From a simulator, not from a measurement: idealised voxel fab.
voxel self aligned vias: a process module
The cross-section on display is named cut; it measures 210 nm wide, and its cells are 5 nm squares.
Each cross-section below is a grid of square cells, stated as bands in top-down order, with one or more rows of cells making up each band. Top height, bottom height, nm. Materials left to right, width each, nm. Single material + "everywhere" = fills band edge to edge. "empty" = empty. Counting heights begins at 0, where everything beneath is, in the wafer as received, one material. The lowest band has no bottom; it goes on downwards, as "0 -> down" shows. A width such as "30 to 40" changes by the same amount from each row of cells to the next, from the band's top row to its bottom row. Given "no modifications" for a step, no cell of the cross-section differs between before and after that step. Look at "Closed void roster" for the closed voids: empty spaces with no open path to the top, sized 8 cells or up. Each is width x height at distance, distance from the left edge, all nm. Anything after a step's settings on that line? It's the simulator's own note about the step. "overlay nm" denotes, for a step that has a mask, the displacement of the mask to the right of its planned place, with negative values corresponding to the left.

[plan]
1,RECEIVE: material Si
2,CONFORMAL_DEP: material SiO2, thk nm 15
3,CONFORMAL_DEP: material SiCN, thk nm 5
4,DIRECTIONAL_DEP: material lowk, thk nm 25
5,DIRECTIONAL_DEP: material aC, thk nm 15
6,PATTERN: tone open, mask id LINES, material resist, width nm 15, pitch nm 50, thk nm 35, overlay nm 0
7,DIRECTIONAL_ETCH: etch materials aC, depth nm 15
8,STRIP: etch materials resist
9,DIRECTIONAL_ETCH: etch materials lowk, depth nm 25
10,STRIP: etch materials aC
11,CONFORMAL_DEP: material TiN, thk nm 5
12,FILL_DEP: material W, thk nm 5
13,CMP: height nm 45
14,SELECTIVE_ETCH: etch materials W Ru TiN, depth nm 5
15,FILL_DEP: material SiN, thk nm 10
16,CMP: height nm 45
17,DIRECTIONAL_DEP: material lowk, thk nm 20
18,PATTERN: tone open, mask id VIAS, material resist, width nm 30, thk nm 15, overlay nm 0
19,DIRECTIONAL_ETCH: etch materials lowk, depth nm 20
20,DIRECTIONAL_ETCH: etch materials SiN, depth nm 5
21,STRIP: etch materials resist
22,CONFORMAL_DEP: material TiN, thk nm 5
23,FILL_DEP: material Ru, thk nm 10
24,CMP: height nm 65
25,CONFORMAL_DEP: material SiCN, thk nm 5
Quick note for whoever runs this: the wafers start identical, but the width nm at step 6 isn't the same across them. The plan just shows what the first wafer had.

[First of several wafers, received after step 1, in cross-section]
> 0 -> down | Si everywhere
> Closed void roster: none

[For your reference, the table is organized with a row per wafer; each row reflects the wafer at the end of the module, indicating for each material the cells gained (+) or lost (-) since receipt, and thereafter its closed voids]
width nm 15 | +13 Ru | +84 SiCN | +3 SiN | +126 SiO2 | +32 TiN | +6 W | +324 lowk | Closed void roster: none
width nm 20 | +14 Ru | +84 SiCN | +4 SiN | +126 SiO2 | +34 TiN | +12 W | +314 lowk | Closed void roster: none
width nm 25 | +15 Ru | +84 SiCN | +5 SiN | +126 SiO2 | +36 TiN | +18 W | +304 lowk | Closed void roster: none
width nm 30 | +16 Ru | +84 SiCN | +6 SiN | +126 SiO2 | +38 TiN | +24 W | +294 lowk | Closed void roster: none
width nm 35 | +16 Ru | +84 SiCN | +8 SiN | +126 SiO2 | +40 TiN | +30 W | +284 lowk | Closed void roster: none
